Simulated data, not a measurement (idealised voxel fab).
The process module that follows is named voxel ribs on slabs.
It is cross-section cut that appears here, measuring 265 nm in width, its square cells being 5 nm in size.
Throughout this document, each cross-section is represented as a grid of square cells and is presented as a sequence of bands enumerated from the top downward, where a band comprises one or more rows of cells. Within each band entry, the heights of the top and of the bottom of the band appear first, in that order and in nm; the materials of the band then follow from left to right, each with its corresponding width in nm. The designation "edge to edge" on a single material indicates that it fills the band from edge to edge; the designation "empty" indicates empty space. Heights are expressed relative to 0, this being the level below which the as-received wafer comprises one material exclusively. The lowest band is unbounded in the downward direction and is denoted as in "0 -> down". Width: "30->40" (first number = top row, second number = bottom row, same change from row to row of cells). A step reported as "no alteration" is a step in which no cell of the cross-section changed. Heads up: "closed voids" only lists the empty pockets with no open path to the top that are 8 cells or more, and it writes them as width x height at distance, distance from the left edge, in nm. Step line, after settings: the simulator's comment on this step. The line of a step may include "overlay nm". On a step with a mask, this value is how far to the right of its planned place the mask lay. A negative value means the mask lay to the left.
Plan
- 1: RECEIVE: material Si
- 2: DIRECTIONAL_DEP: material SiO2, thk nm 30
- 3: DIRECTIONAL_DEP: material SiN, thk nm 20
- 4: PATTERN: tone cover, mask id RIB, material resist, width nm 30, thk nm 20, overlay nm 0
- 5: DIRECTIONAL_ETCH: etch materials SiN, depth nm 15
- 6: STRIP: etch materials resist
- 7: MASKED_ETCH: tone cover, mask id SLAB, width nm 90, etch materials SiN, depth nm 5, overlay nm 0
- 8: FILL_DEP: material SiO2, thk nm 25
- 9: CMP: height nm 65
- 10: DIRECTIONAL_DEP: material TiN, thk nm 10
- 11: MASKED_ETCH: tone cover, mask id HEATER, width nm 40, etch materials TiN, depth nm 10, overlay nm 0
- 12: CONFORMAL_DEP: material SiN, thk nm 5
So, the first of our two wafers, run just as we planned it
Shown in cross-section is the wafer as received, that is, as it stands after step 1
- 0 -> down | Si edge to edge
- closed voids: none
The following cross-section depicts the wafer upon completion of step 2
- 30 -> 0 | SiO2 edge to edge
- For the remainder of the cross-section, below 0, there is no change.
The following cross-section depicts the wafer upon completion of step 3
- 50 -> 30 | SiN edge to edge
- For the remainder of the cross-section, below 30, there is no change.
The following cross-section depicts the wafer upon completion of step 4
- 70 -> 50 | 115 empty  30 resist  120 empty
- For the remainder of the cross-section, below 50, there is no change.
The following cross-section depicts the wafer upon completion of step 5
- 70 -> 50 | 115 empty  30 resist  120 empty
- 50 -> 35 | 115 empty  30 SiN  120 empty
- For the remainder of the cross-section, below 35, there is no change.
The following cross-section depicts the wafer upon completion of step 6
- 50 -> 35 | 115 empty  30 SiN  120 empty
- For the remainder of the cross-section, below 35, there is no change.
The following cross-section depicts the wafer upon completion of step 7
- 50 -> 35 | 115 empty  30 SiN  120 empty
- 35 -> 30 | 85 empty  90 SiN  90 empty
- For the remainder of the cross-section, below 30, there is no change.
The following cross-section depicts the wafer upon completion of step 8
- 75 -> 50 | SiO2 edge to edge
- 50 -> 35 | 115 SiO2  30 SiN  120 SiO2
- 35 -> 30 | 85 SiO2  90 SiN  90 SiO2
- For the remainder of the cross-section, below 30, there is no change.
The following cross-section depicts the wafer upon completion of step 9
- 65 -> 50 | SiO2 edge to edge
- For the remainder of the cross-section, below 50, there is no change.
The following cross-section depicts the wafer upon completion of step 10
- 75 -> 65 | TiN edge to edge
- For the remainder of the cross-section, below 65, there is no change.
The following cross-section depicts the wafer upon completion of step 11
- 75 -> 65 | 110 empty  40 TiN  115 empty
- For the remainder of the cross-section, below 65, there is no change.
The following cross-section depicts the wafer upon completion of step 12
- 80 -> 75 | 105 empty  50 SiN  110 empty
- 75 -> 70 | 105 empty  5 SiN  40 TiN  5 SiN  110 empty
- 70 -> 65 | 110 SiN  40 TiN  115 SiN
- For the remainder of the cross-section, below 65, there is no change.
Notes, second wafer: start = first wafer's, plan = first wafer's, execution had one mistake; history identical to first through step 1
Second wafer, cut view, end of step 2 per plan
- 25 -> 0 | SiO2 edge to edge
- For the remainder of the cross-section, below 0, there is no change.
Second wafer, cut view, end of step 3 per plan
- 45 -> 25 | SiN edge to edge
- For the remainder of the cross-section, below 25, there is no change.
Second wafer, cut view, end of step 4 per plan
- 65 -> 45 | 115 empty  30 resist  120 empty
- For the remainder of the cross-section, below 45, there is no change.
Second wafer, cut view, end of step 5 per plan
- 65 -> 45 | 115 empty  30 resist  120 empty
- 45 -> 30 | 115 empty  30 SiN  120 empty
- For the remainder of the cross-section, below 30, there is no change.
Second wafer, cut view, end of step 6 per plan
- 45 -> 30 | 115 empty  30 SiN  120 empty
- For the remainder of the cross-section, below 30, there is no change.
Second wafer, cut view, end of step 7 per plan
- 45 -> 30 | 115 empty  30 SiN  120 empty
- 30 -> 25 | 85 empty  90 SiN  90 empty
- For the remainder of the cross-section, below 25, there is no change.
Second wafer, cut view, end of step 8 per plan
- 70 -> 45 | SiO2 edge to edge
- 45 -> 30 | 115 SiO2  30 SiN  120 SiO2
- 30 -> 25 | 85 SiO2  90 SiN  90 SiO2
- For the remainder of the cross-section, below 25, there is no change.
Second wafer, cut view, end of step 9 per plan
- 65 -> 45 | SiO2 edge to edge
- For the remainder of the cross-section, below 45, there is no change.
Second wafer, cut view, end of step 10 per plan
- 75 -> 65 | TiN edge to edge
- For the remainder of the cross-section, below 65, there is no change.
Second wafer, cut view, end of step 11 per plan
- 75 -> 65 | 110 empty  40 TiN  115 empty
- For the remainder of the cross-section, below 65, there is no change.
Second wafer, cut view, end of step 12 per plan
- 80 -> 75 | 105 empty  50 SiN  110 empty
- 75 -> 70 | 105 empty  5 SiN  40 TiN  5 SiN  110 empty
- 70 -> 65 | 110 SiN  40 TiN  115 SiN
- For the remainder of the cross-section, below 65, there is no change.
Processing error: the process deviated at step 2: the operation and settings actually run there were DIRECTIONAL_DEP: material SiO2, thk nm 25
At the close, every material occupies the same number of cells on the second wafer as on the first, only in different positions.
